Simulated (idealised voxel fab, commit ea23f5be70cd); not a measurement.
Documented hereafter: the process module known as voxel wiring stack.
Cross-section cut spans 265 nm and uses square cells 5 nm in size.
When this document writes out a cross-section, it uses a grid of square cells and lists it as bands, beginning at the top and moving down, with a band standing for one or more rows of cells.
Read a band's entry like this: the first values are the height of its top and the height of its bottom in nm, and what follows is the sequence of materials from left to right, each with its width in nm. Note that "air" is empty space, and that a single material marked "everywhere" reaches across the band from edge to edge.
For the purposes of this specification, 0 denotes the height below which the wafer in its as-received condition is composed wholly of one material, and the lowermost band, lacking a lower limit, extends downward without end, as expressed in "z 0 and below".
Width spec "30->40" -> top row of cells at first value, bottom row at second value, equal per-row change in between.
Step marked "no alterations made"? Then no cell in the cross-section changed in it.
In the "Enclosed internal voids" entry, you get each enclosed empty space of 8 cells or more, one with no open way to the top, written width x height at distance, distance from the left edge, in nm.
Where a step's line continues beyond its settings, the continuation is a remark by the simulator itself on that step.
The setting "overlay nm" may be written on the line of a step. When the step uses a mask, the value reports how far to the right of the planned place the mask lay, and a negative value reports that it lay to the left.
plan:
1. RECEIVE [material Si]
2. CONFORMAL_DEP [material SiO2] [thk nm 10]
3. CONFORMAL_DEP [material SiCN] [thk nm 5]
4. DIRECTIONAL_DEP [material lowk] [thk nm 25]
5. PATTERN [tone open] [mask id METAL_1] [material resist] [width nm 20] [pitch nm 45] [thk nm 20] [overlay nm 0]
6. DIRECTIONAL_ETCH [etch materials lowk] [depth nm 25]
7. DIRECTIONAL_ETCH [etch materials SiCN] [depth nm 5]
8. STRIP [etch materials resist]
9. CONFORMAL_DEP [material TiN] [thk nm 5]
10. FILL_DEP [material Cu] [thk nm 10]
11. CMP [height nm 40]
12. CONFORMAL_DEP [material SiCN] [thk nm 5]
13. DIRECTIONAL_DEP [material lowk] [thk nm 30]
14. MASKED_ETCH [tone open] [mask id METAL_2] [width nm 20] [pitch nm 45] [etch materials lowk] [depth nm 15] [overlay nm 0]
15. DIRECTIONAL_DEP [material aC] [thk nm 10]
16. PATTERN [tone open] [mask id METAL_2_HOLES] [material resist] [width nm 15] [pitch nm 45] [thk nm 30] [overlay nm 0]
17. DIRECTIONAL_ETCH [etch materials aC] [depth nm 10]
18. STRIP [etch materials resist]
19. DIRECTIONAL_ETCH [etch materials lowk] [depth nm 15]
20. DIRECTIONAL_ETCH [etch materials SiCN] [depth nm 5]
21. STRIP [etch materials aC]
22. CONFORMAL_DEP [material TiN] [thk nm 5]
23. FILL_DEP [material Cu] [thk nm 10]
24. CMP [height nm 75]
25. CONFORMAL_DEP [material SiCN] [thk nm 5]
26. DIRECTIONAL_DEP [material SiO2] [thk nm 15]
27. DIRECTIONAL_DEP [material aC] [thk nm 15]
28. PATTERN [tone open] [mask id PLUG_2] [material resist] [width nm 15] [pitch nm 90] [thk nm 35] [overlay nm 0]
29. DIRECTIONAL_ETCH [etch materials aC] [depth nm 15]
30. STRIP [etch materials resist]
31. DIRECTIONAL_ETCH [etch materials SiO2] [depth nm 15]
32. DIRECTIONAL_ETCH [etch materials SiCN] [depth nm 5]
33. STRIP [etch materials aC]
34. EPI [material Ru] [thk nm 10]
35. EPI [material Ru] [thk nm 10]
36. DIRECTIONAL_DEP [material TiN] [thk nm 5]
37. DIRECTIONAL_DEP [material Ru] [thk nm 25]
38. MASKED_ETCH [tone cover] [mask id METAL_3] [width nm 20] [pitch nm 45] [etch materials Ru] [depth nm 25] [overlay nm 0]
39. MASKED_ETCH [tone cover] [mask id METAL_3] [width nm 20] [pitch nm 45] [etch materials TiN] [depth nm 5] [overlay nm 0]
40. FILL_DEP [material SiO2] [thk nm 10]
41. CMP [height nm 125]
42. CONFORMAL_DEP [material SiCN] [thk nm 5]
43. DIRECTIONAL_DEP [material lowk] [thk nm 25]
44. MASKED_ETCH [tone open] [mask id METAL_4_HOLES] [width nm 15] [pitch nm 45] [etch materials lowk] [depth nm 25] [overlay nm 0]
45. PATTERN [tone open] [mask id METAL_4] [material resist] [width nm 20] [pitch nm 45] [thk nm 15] [overlay nm 0]
46. DIRECTIONAL_ETCH [etch materials lowk] [depth nm 15]
47. DIRECTIONAL_ETCH [etch materials SiCN] [depth nm 5]
48. STRIP [etch materials resist]
49. CONFORMAL_DEP [material TiN] [thk nm 5]
50. FILL_DEP [material Cu] [thk nm 10]
51. CMP [height nm 155]
52. CONFORMAL_DEP [material SiN] [thk nm 5]
The wafers in this document start out alike and differ in the width nm applied at step 44; the plan shows the value used for the first wafer.
As-received cross-section, first of several wafers, post step 1:
	z 0 and below: Si everywhere
	Enclosed internal voids: none
Gained (+) or lost (-) cells of each material since receipt, then closed voids: one row per wafer, at the end of the module:
width nm 15, +100 Cu, +104 Ru, +166 SiCN, +53 SiN, +469 SiO2, +192 TiN, +612 lowk, Enclosed internal voids: none
width nm 20, +112 Cu, +104 Ru, +162 SiCN, +53 SiN, +469 SiO2, +192 TiN, +604 lowk, Enclosed internal voids: none
width nm 25, +128 Cu, +104 Ru, +162 SiCN, +53 SiN, +469 SiO2, +196 TiN, +584 lowk, Enclosed internal voids: none
width nm 30, +144 Cu, +104 Ru, +162 SiCN, +53 SiN, +469 SiO2, +200 TiN, +564 lowk, Enclosed internal voids: none
